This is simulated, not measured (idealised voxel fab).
You're looking at the process module voxel wiring stack.
FYI the section here is cut, 235 nm wide, cells are 5 nm squares.
The cross-sections in this document take the form of a grid made of square cells. They are written out as bands, in order from top to bottom. Each band consists of one or more rows of cells.
Quick guide to a band line: top height, bottom height (nm) up front; then every material left to right with its width in nm. Only one material and it's marked "full width"? Then it fills the band edge to edge. And "air" just means empty space.
Height is counted from the level 0, under which the received wafer is composed throughout of one material. The lowest of the bands is not closed at the bottom but continues downward, in the notation "0..down".
So if you see something like "30 to 40" for the width, read it as the top row of the band sitting at the first number and the bottom row at the second, with every row in between moving by the same amount as the last.
Where the words "nothing was modified" appear for a step, the cross-section shows no cell changed by that step; every cell remained as before.
The label "Closed cavity list" introduces a list of the empty spaces, 8 cells or larger, that have no open way up to the top; each entry in it reads width x height at distance, where the distance is taken from the left edge and all three are stated in nm.
That trailing text on a step's line, after the settings, is the simulator's own remark on the step.
Each step line may optionally specify "overlay nm", which for a step with a mask gives the rightward distance between the mask's planned place and where it lay, a negative value indicating the leftward direction.

## Here's what the planned process steps look like
- 1: RECEIVE, material Si
- 2: CONFORMAL_DEP, material SiO2, thk nm 15
- 3: DIRECTIONAL_DEP, material TiN, thk nm 5
- 4: DIRECTIONAL_DEP, material W, thk nm 15
- 5: PATTERN, tone cover, mask id METAL_1, material resist, width nm 25, pitch nm 55, thk nm 20, overlay nm 0
- 6: DIRECTIONAL_ETCH, etch materials W, depth nm 15
- 7: DIRECTIONAL_ETCH, etch materials TiN, depth nm 5
- 8: STRIP, etch materials resist
- 9: CONFORMAL_DEP, material SiN, thk nm 5
- 10: FILL_DEP, material lowk, thk nm 10
- 11: CMP, height nm 35
- 12: CONFORMAL_DEP, material SiCN, thk nm 5
- 13: DIRECTIONAL_DEP, material SiO2, thk nm 20
- 14: DIRECTIONAL_DEP, material aC, thk nm 10
- 15: PATTERN, tone open, mask id PLUG_1, material resist, width nm 15, pitch nm 110, thk nm 30, overlay nm 0
- 16: DIRECTIONAL_ETCH, etch materials aC, depth nm 10
- 17: STRIP, etch materials resist
- 18: DIRECTIONAL_ETCH, etch materials SiO2, depth nm 20
- 19: DIRECTIONAL_ETCH, etch materials SiCN, depth nm 5
- 20: STRIP, etch materials aC
- 21: CONFORMAL_DEP, material TiN, thk nm 5
- 22: FILL_DEP, material Ru, thk nm 5
- 23: CMP, height nm 60
- 24: DIRECTIONAL_DEP, material TiN, thk nm 5
- 25: DIRECTIONAL_DEP, material Ru, thk nm 25
- 26: PATTERN, tone cover, mask id METAL_2, material resist, width nm 25, pitch nm 55, thk nm 20, overlay nm 0
- 27: DIRECTIONAL_ETCH, etch materials Ru, depth nm 25
- 28: DIRECTIONAL_ETCH, etch materials TiN, depth nm 5
- 29: STRIP, etch materials resist
- 30: FILL_DEP, material SiO2, thk nm 5
- 31: CMP, height nm 90
- 32: CONFORMAL_DEP, material SiCN, thk nm 5
- 33: DIRECTIONAL_DEP, material lowk, thk nm 25
- 34: MASKED_ETCH, tone open, mask id METAL_3_HOLES, width nm 15, pitch nm 110, etch materials lowk, depth nm 25, overlay nm 0
- 35: PATTERN, tone open, mask id METAL_3, material resist, width nm 25, pitch nm 55, thk nm 20, overlay nm 0
- 36: DIRECTIONAL_ETCH, etch materials lowk, depth nm 15
- 37: DIRECTIONAL_ETCH, etch materials SiCN, depth nm 5
- 38: STRIP, etch materials resist
- 39: CONFORMAL_DEP, material TiN, thk nm 5
- 40: FILL_DEP, material Cu, thk nm 10
- 41: CMP, height nm 120
- 42: CONFORMAL_DEP, material SiCN, thk nm 5
- 43: DIRECTIONAL_DEP, material SiO2, thk nm 15
- 44: PATTERN, tone open, mask id PLUG_3, material resist, width nm 15, pitch nm 55, thk nm 20, overlay nm 0
- 45: DIRECTIONAL_ETCH, etch materials SiO2, depth nm 15
- 46: DIRECTIONAL_ETCH, etch materials SiCN, depth nm 5
- 47: STRIP, etch materials resist
- 48: EPI, material Ru, thk nm 10
- 49: EPI, material Ru, thk nm 10
- 50: CONFORMAL_DEP, material SiCN, thk nm 5
- 51: DIRECTIONAL_DEP, material lowk, thk nm 15
- 52: MASKED_ETCH, tone open, mask id METAL_4, width nm 25, pitch nm 55, etch materials lowk, depth nm 15, overlay nm 0
- 53: MASKED_ETCH, tone open, mask id METAL_4, width nm 25, pitch nm 55, etch materials SiCN, depth nm 5, overlay nm 0
- 54: CONFORMAL_DEP, material TiN, thk nm 5
- 55: FILL_DEP, material Cu, thk nm 10
- 56: CMP, height nm 160
- 57: EPI, material Ru, thk nm 5
- 58: FILL_DEP, material SiCN, thk nm 5

## So this is the incoming wafer in cross-section - it's already been through step 1
- 0..down  Si full width
- Closed cavity list: none

## Wafer at module end, in section. Began as above, planned as above, run with one mistake
- 170..165  SiCN full width
- 165..160  15 SiCN, then 35 Ru, then 20 SiCN, then 35 Ru, then 20 SiCN, then 35 Ru, then 20 SiCN, then 35 Ru, then 20 SiCN
- 160..145  20 lowk, then 5 TiN, then 15 Cu, then 5 TiN, then 30 lowk, then 5 TiN, then 15 Cu, then 5 TiN, then 30 lowk, then 5 TiN, then 15 Cu, then 5 TiN, then 30 lowk, then 5 TiN, then 15 Cu, then 5 TiN, then 25 lowk
- 145..140  20 SiCN, then 25 TiN, then 30 SiCN, then 25 TiN, then 30 SiCN, then 25 TiN, then 30 SiCN, then 25 TiN, then 25 SiCN
- 140..125  20 SiO2, then 15 Ru, then 40 SiO2, then 15 Ru, then 40 SiO2, then 15 Ru, then 40 SiO2, then 15 Ru, then 35 SiO2
- 125..120  20 SiCN, then 15 Ru, then 40 SiCN, then 15 Ru, then 40 SiCN, then 15 Ru, then 40 SiCN, then 15 Ru, then 35 SiCN
- 120..110  20 lowk, then 5 TiN, then 15 Cu, then 5 TiN, then 30 lowk, then 5 TiN, then 15 Cu, then 5 TiN, then 30 lowk, then 5 TiN, then 15 Cu, then 5 TiN, then 30 lowk, then 5 TiN, then 15 Cu, then 5 TiN, then 25 lowk
- 110..105  20 lowk, then 5 TiN, then 5 Cu, then 15 TiN, then 30 lowk, then 25 TiN, then 30 lowk, then 5 TiN, then 5 Cu, then 15 TiN, then 30 lowk, then 25 TiN, then 25 lowk
- 105..95  20 lowk, then 5 TiN, then 5 Cu, then 5 TiN, then 95 lowk, then 5 TiN, then 5 Cu, then 5 TiN, then 90 lowk
- 95..90  20 SiCN, then 15 TiN, then 95 SiCN, then 15 TiN, then 90 SiCN
- 90..65  20 SiO2, then 25 Ru, then 30 SiO2, then 25 Ru, then 30 SiO2, then 25 Ru, then 30 SiO2, then 25 Ru, then 25 SiO2
- 65..60  20 SiO2, then 25 TiN, then 30 SiO2, then 25 TiN, then 30 SiO2, then 25 TiN, then 30 SiO2, then 25 TiN, then 25 SiO2
- 60..40  15 SiO2, then 5 TiN, then 5 Ru, then 5 TiN, then 95 SiO2, then 5 TiN, then 5 Ru, then 5 TiN, then 95 SiO2
- 40..35  15 SiCN, then 15 TiN, then 95 SiCN, then 15 TiN, then 95 SiCN
- 35..20  15 lowk, then 5 SiN, then 25 W, then 5 SiN, then 20 lowk, then 5 SiN, then 25 W, then 5 SiN, then 20 lowk, then 5 SiN, then 25 W, then 5 SiN, then 20 lowk, then 5 SiN, then 25 W, then 5 SiN, then 20 lowk
- 20..15  20 SiN, then 25 TiN, then 30 SiN, then 25 TiN, then 30 SiN, then 25 TiN, then 30 SiN, then 25 TiN, then 25 SiN
- 15..0  SiO2 full width
- 0..down  Si full width
- Closed cavity list: none
Where did the run depart from the plan? step 15 deviated from plan and actually ran as PATTERN, tone open, mask id PLUG_1, material resist, width nm 15, pitch nm 110, thk nm 30, overlay nm -5
